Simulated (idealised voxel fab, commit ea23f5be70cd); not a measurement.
This section sets out a process module, namely voxel released beams.
Cross-sectional view cut (width: 155 nm; square cell size: 5 nm).
Throughout this document, each cross-section is represented as a grid of square cells and is presented as a sequence of bands enumerated from the top downward, where a band comprises one or more rows of cells.
This entry defines a band. It first specifies the height of the band's top and the height of its bottom in nm, and then specifies the band's materials from left to right, stating each material with its width in nm. The word "everywhere" identifies a single material that fills the band from edge to edge, while the word "air" identifies empty space.
For the purposes of this specification, 0 denotes the height below which the wafer in its as-received condition is composed wholly of one material, and the lowermost band, lacking a lower limit, extends downward without end, as expressed in "0 nm and below".
The expression "30 to 40" gives the width at the extremes of the band, the first number at its top row of cells and the second at its bottom row, with the width changing by equal amounts from each row to the next in between.
Any step labelled "everything unchanged" changed none of the cells in the cross-section.
"Closed void entries": empty spaces of 8 cells or more with no open way to the top, each given as width x height at distance, distance from the left edge, all in nm.
What comes after the settings on a step's line is commentary from the simulator itself on that step.
Steps that use a mask can have "overlay nm" on their line. It says how far the mask sat to the right of where it was meant to be. Negative means to the left.
-- Planned process steps
1 RECEIVE (material Si)
2 CONFORMAL_DEP (material Al2O3; thk nm 10)
3 DIRECTIONAL_DEP (material SiO2; thk nm 10)
4 DIRECTIONAL_DEP (material aC; thk nm 15)
5 PATTERN (tone open; mask id ANCHOR; material resist; width nm 40; thk nm 35; overlay nm 0)
6 DIRECTIONAL_ETCH (etch materials aC; depth nm 15)
7 STRIP (etch materials resist)
8 DIRECTIONAL_ETCH (etch materials SiO2; depth nm 10)
9 STRIP (etch materials aC)
10 CONFORMAL_DEP (material SiN; thk nm 15)
11 MASKED_ETCH (tone cover; mask id BEAM; width nm 90; etch materials SiN; depth nm 15; overlay nm 0)
12 STRIP (etch materials SiO2)
-- Cross-section: wafer on arrival = after step 1
> 0 nm and below: Si everywhere
> Closed void entries: none
-- Cross-section, end of module. Start: as above. Plan: as above. Execution: one mistake
> 35 nm to 20 nm: 30 nm air / 90 nm SiN / 35 nm air
> 20 nm to 10 nm: SiN everywhere
> 10 nm to 0 nm: Al2O3 everywhere
> 0 nm and below: Si everywhere
> Closed void entries: none
What went wrong in running the wafer? step 3 off recipe, ran as DIRECTIONAL_DEP (material SiN; thk nm 10)
